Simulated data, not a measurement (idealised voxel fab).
Process module, titled voxel trench capacitor
Section shown: cut. Width: 275 nm. Cell size: 5 nm, square.
Cross-section = grid of square cells, listed top down in bands; band = one or more rows. Within each band entry, the heights of the top and of the bottom of the band appear first, in that order and in nm; the materials of the band then follow from left to right, each with its corresponding width in nm. The designation "everywhere" on a single material indicates that it fills the band from edge to edge; the designation "empty" indicates empty space. Basically, 0 is our baseline, since under it the wafer straight out of the box is all one material. The bottom band has no lower end and keeps on going down, so it looks like "0..down". Read "30->40" as a graded width: first number on top, second number at the bottom, same change between each pair of neighbouring rows. Step marked "everything unchanged"? Then no cell in the cross-section changed in it. The label "Enclosed void list" introduces a list of the empty spaces, 8 cells or larger, that have no open way up to the top; each entry in it reads width x height at distance, where the distance is taken from the left edge and all three are stated in nm. The remark found on a step's line after its settings is issued by the simulator itself and pertains to that step. overlay nm: step with mask; distance mask lay right of planned place; negative value = left of planned place.
Process steps - plan
1) RECEIVE with material Si
2) CONFORMAL_DEP with material SiN, thk nm 10
3) DIRECTIONAL_DEP with material aC, thk nm 10
4) PATTERN with tone open, mask id TRENCH, material resist, width nm 25, pitch nm 45, thk nm 30, overlay nm 0
5) DIRECTIONAL_ETCH with etch materials aC, depth nm 10
6) STRIP with etch materials resist
7) DIRECTIONAL_ETCH with etch materials SiN, depth nm 10
8) DIRECTIONAL_ETCH with etch materials Si, depth nm 25
9) STRIP with etch materials aC
10) CONFORMAL_DEP with material HfO2, thk nm 5
11) CONFORMAL_DEP with material TiN, thk nm 5
12) FILL_DEP with material W, thk nm 10
13) CMP with height nm 10
Wafer as received: cross-section following step 1
- 0..down | Si everywhere
- Enclosed void list: none
Cross-section, end of module. Start: as above. Plan: as above. Execution: one mistake
- 10..0 | SiN 60 nm | HfO2 5 nm | TiN 10 nm | HfO2 5 nm | SiN 25 nm | HfO2 5 nm | TiN 10 nm | HfO2 5 nm | SiN 25 nm | HfO2 5 nm | TiN 10 nm | HfO2 5 nm | SiN 25 nm | HfO2 5 nm | TiN 10 nm | HfO2 5 nm | SiN 60 nm
- 0..-20 | Si 60 nm | HfO2 5 nm | TiN 10 nm | HfO2 5 nm | Si 25 nm | HfO2 5 nm | TiN 10 nm | HfO2 5 nm | Si 25 nm | HfO2 5 nm | TiN 10 nm | HfO2 5 nm | Si 25 nm | HfO2 5 nm | TiN 10 nm | HfO2 5 nm | Si 60 nm
- -20..-25 | Si 60 nm | HfO2 20 nm | Si 25 nm | HfO2 20 nm | Si 25 nm | HfO2 20 nm | Si 25 nm | HfO2 20 nm | Si 60 nm
- -25..down | Si everywhere
- Enclosed void list: none
In executing the process, a mistake was made relative to the plan: planned and actual differ for step 4; actual: PATTERN with tone open, mask id TRENCH, material resist, width nm 20, pitch nm 45, thk nm 30, overlay nm 0
